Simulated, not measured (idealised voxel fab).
process module | voxel self aligned vias
cross-section cut | 175 nm wide | cells 5 nm
A cross-section is a grid of square cells, given in bands from the top down. A band is one or more rows of cells.
Each band's line starts with the height of the band's top and of its bottom, in nm. Then come its materials from left to right, each with its width in nm. One material with "throughout" fills the band from edge to edge. "air" is empty space.
Height 0 is the level under which the wafer as received is all one material. The lowest band goes on downwards, as in "0 down".
A width such as "30 to 40" changes by the same amount from each row of cells to the next, from the band's top row to its bottom row.
"no change" after a step means that no cell of the cross-section changed.
closed voids: empty space of 8 cells or more with no open way to the top, each as width x height at its distance from the left edge, in nm
after a step's settings: what the simulator itself notes on the step
overlay nm, on a step with a mask: how far to the right of its planned place the mask lay; to the left if negative
plan
1 op RECEIVE | material Si
2 op CONFORMAL_DEP | material SiO2 | thk nm 10
3 op CONFORMAL_DEP | material SiCN | thk nm 5
4 op DIRECTIONAL_DEP | material SiO2 | thk nm 20
5 op DIRECTIONAL_DEP | material aC | thk nm 10
6 op PATTERN | tone open | mask id LINES | material resist | width nm 20 | pitch nm 50 | thk nm 25 | overlay nm 0
7 op DIRECTIONAL_ETCH | etch materials aC | depth nm 5
8 op STRIP | etch materials resist
9 op DIRECTIONAL_ETCH | etch materials SiO2 | depth nm 20
10 op STRIP | etch materials aC
11 op CONFORMAL_DEP | material TiN | thk nm 5
12 op FILL_DEP | material W | thk nm 5
13 op CMP | height nm 35
14 op SELECTIVE_ETCH | etch materials W Ru TiN | depth nm 5
15 op FILL_DEP | material SiN | thk nm 10
16 op CMP | height nm 35
17 op DIRECTIONAL_DEP | material SiO2 | thk nm 15
18 op MASKED_ETCH | tone open | mask id VIAS | width nm 30 | pitch nm 100 | etch materials SiO2 | depth nm 15 | overlay nm 0
19 op MASKED_ETCH | tone open | mask id VIAS | width nm 30 | pitch nm 100 | etch materials SiN | depth nm 5 | overlay nm 0
20 op CONFORMAL_DEP | material TiN | thk nm 5
21 op FILL_DEP | material Ru | thk nm 5
22 op CMP | height nm 50
23 op CONFORMAL_DEP | material SiCN | thk nm 5
varied across the wafers: depth nm of step 7. The plan shows the first wafer's value. All wafers start alike
first wafer as received, after step 1
  0 down: Si throughout
  closed voids: none
each wafer at the end: cells of each material gained (+) or lost (-) since it was received, then its closed voids
depth nm 5 | +16 Ru | +70 SiCN | +279 SiO2 | +20 TiN | closed voids: none
depth nm 10 | +20 Ru | +70 SiCN | +4 SiN | +231 SiO2 | +48 TiN | +12 W | closed voids: none
depth nm 15 | +20 Ru | +70 SiCN | +4 SiN | +231 SiO2 | +48 TiN | +12 W | closed voids: none
depth nm 20 | +20 Ru | +70 SiCN | +4 SiN | +231 SiO2 | +48 TiN | +12 W | closed voids: none
depth nm 25 | +20 Ru | +70 SiCN | +4 SiN | +231 SiO2 | +48 TiN | +12 W | closed voids: none
